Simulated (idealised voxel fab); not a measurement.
This is a process module. Its name is voxel quadruple lines.
For reference, the cross-section in this document is cut, with width 205 nm and square cells of 5 nm.
For the purposes of this document, a cross-section shall be understood as a grid of square cells, specified as bands listed in top-to-bottom order, each band consisting of one or more rows of cells.
First you get the band's top height and its bottom height, in nm, and then the materials it's made of, left to right, with each width in nm. If you see a single material with "all across", that one covers the band edge to edge. "empty" is empty space.
Heads up on the height convention: 0 is the point under which the incoming wafer is all one material, and the lowest band has no bottom, it just keeps going down, like "z 0 and below".
A two-number width, for instance "30..40", indicates that the width is equal to the first number in the top row of the band and to the second number in the bottom row, and that it changes by a constant amount per row of cells.
Any step labelled "nothing was modified" changed none of the cells in the cross-section.
The list in "Non-vented voids" covers empty spaces of 8 cells or more that cannot reach the top through any open way, and it gives each as width x height at distance; the distance is from the left edge, and width, height and distance are in nm.
Text after the settings on a step's line: the simulator's own remark on that step.
Among the settings permitted on a step's line is "overlay nm"; applied to a step with a mask, it specifies the extent to which the mask lay to the right of its planned position, whereas a negative figure signifies a position to the left.
Steps in the process plan:
1,RECEIVE | material Si
2,CONFORMAL_DEP | material Al2O3 | thk nm 5
3,DIRECTIONAL_DEP | material Ru | thk nm 15
4,DIRECTIONAL_DEP | material polySi | thk nm 15
5,DIRECTIONAL_DEP | material aC | thk nm 25
6,PATTERN | tone cover | mask id MANDREL | material resist | width nm 20 | thk nm 30 | overlay nm 0
7,DIRECTIONAL_ETCH | etch materials aC | depth nm 25
8,STRIP | etch materials resist
9,CONFORMAL_DEP | material SiO2 | thk nm 10
10,DIRECTIONAL_ETCH | etch materials SiO2 | depth nm 10
11,STRIP | etch materials aC
12,DIRECTIONAL_ETCH | etch materials polySi | depth nm 15
13,STRIP | etch materials SiO2
14,CONFORMAL_DEP | material SiCN | thk nm 10
15,DIRECTIONAL_ETCH | etch materials SiCN | depth nm 10
16,STRIP | etch materials polySi
17,DIRECTIONAL_ETCH | etch materials Ru | depth nm 15
18,STRIP | etch materials SiCN
19,FILL_DEP | material lowk | thk nm 10
20,CMP | height nm 20
It is noted that the wafers described herein are identical at the outset and are distinguished by the width nm of step 6; the value stated in the plan corresponds to the first wafer.
Cross-section of the first of several wafers on receipt, reflecting completion of step 1:
	z 0 and below  Si all across
	Non-vented voids: none
Cross-sectional representation of the first of several wafers at the end of the module, i.e. after its terminal step, step 20:
	z 20 to 5  lowk 70  Ru 10  lowk 10  Ru 20  lowk 10  Ru 10  lowk 75
	z 5 to 0  Al2O3 all across
	z 0 and below  Si all across
	Non-vented voids: none
X-section, last wafer, module end:
	z 20 to 5  lowk 60  Ru 10  lowk 10  Ru 10  lowk 25  Ru 10  lowk 10  Ru 10  lowk 60
	z 5 to 0  Al2O3 all across
	z 0 and below  Si all across
	Non-vented voids: none
Per wafer (row), end of module: delta in cells per material since receipt, (+) for gained, (-) for lost; closed voids after that:
width nm 20; +41 Al2O3; +24 Ru; +99 lowk; Non-vented voids: none
width nm 25; +41 Al2O3; +24 Ru; +99 lowk; Non-vented voids: none
width nm 30; +41 Al2O3; +24 Ru; +99 lowk; Non-vented voids: none
width nm 35; +41 Al2O3; +24 Ru; +99 lowk; Non-vented voids: none
width nm 40; +41 Al2O3; +24 Ru; +99 lowk; Non-vented voids: none
width nm 45; +41 Al2O3; +24 Ru; +99 lowk; Non-vented voids: none
